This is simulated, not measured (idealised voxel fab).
process module | voxel spacer lines
cross-section cut | 140 nm wide | cells 5 nm
A cross-section is a grid of square cells, given in bands from the top down. A band is one or more rows of cells.
Each band's line starts with the height of the band's top and of its bottom, in nm. Then come its materials from left to right, each with its width in nm. One material with "throughout" fills the band from edge to edge. "air" is empty space.
Height 0 is the level under which the wafer as received is all one material. The lowest band goes on downwards, as in "0 down".
A width such as "30 to 40" changes by the same amount from each row of cells to the next, from the band's top row to its bottom row.
"no change" after a step means that no cell of the cross-section changed.
closed voids: empty space of 8 cells or more with no open way to the top, each as width x height at its distance from the left edge, in nm
after a step's settings: what the simulator itself notes on the step
overlay nm, on a step with a mask: how far to the right of its planned place the mask lay; to the left if negative
plan
1 op RECEIVE | material Si
2 op CONFORMAL_DEP | material SiO2 | thk nm 5
3 op DIRECTIONAL_DEP | material TiN | thk nm 20
4 op DIRECTIONAL_DEP | material aC | thk nm 20
5 op PATTERN | tone cover | mask id MANDREL | material resist | width nm 20 | pitch nm 60 | thk nm 30 | overlay nm 0
6 op DIRECTIONAL_ETCH | etch materials aC | depth nm 20
7 op STRIP | etch materials resist
8 op CONFORMAL_DEP | material SiN | thk nm 10
9 op DIRECTIONAL_ETCH | etch materials SiN | depth nm 10
10 op STRIP | etch materials aC
11 op DIRECTIONAL_ETCH | etch materials TiN | depth nm 20
12 op STRIP | etch materials SiN
13 op FILL_DEP | material SiO2 | thk nm 5
14 op CMP | height nm 25
as received, after step 1
  0 down: Si throughout
  closed voids: none
first wafer at the end, as planned
  25 to 5: SiO2 20 | TiN 10 | SiO2 20 | TiN 10 | SiO2 20 | TiN 10 | SiO2 20 | TiN 10 | SiO2 20
  5 to 0: SiO2 throughout
  0 down: Si throughout
  closed voids: none
second wafer at the end: like start, like plan, one mistake
  25 to 20: SiO2 throughout
  20 to 0: SiO2 20 | TiN 10 | SiO2 20 | TiN 10 | SiO2 20 | TiN 10 | SiO2 20 | TiN 10 | SiO2 20
  0 down: Si throughout
  closed voids: none
what went wrong: step 2 was left out
at the end the second wafer has, in cells: as many of each material as the first, in other places
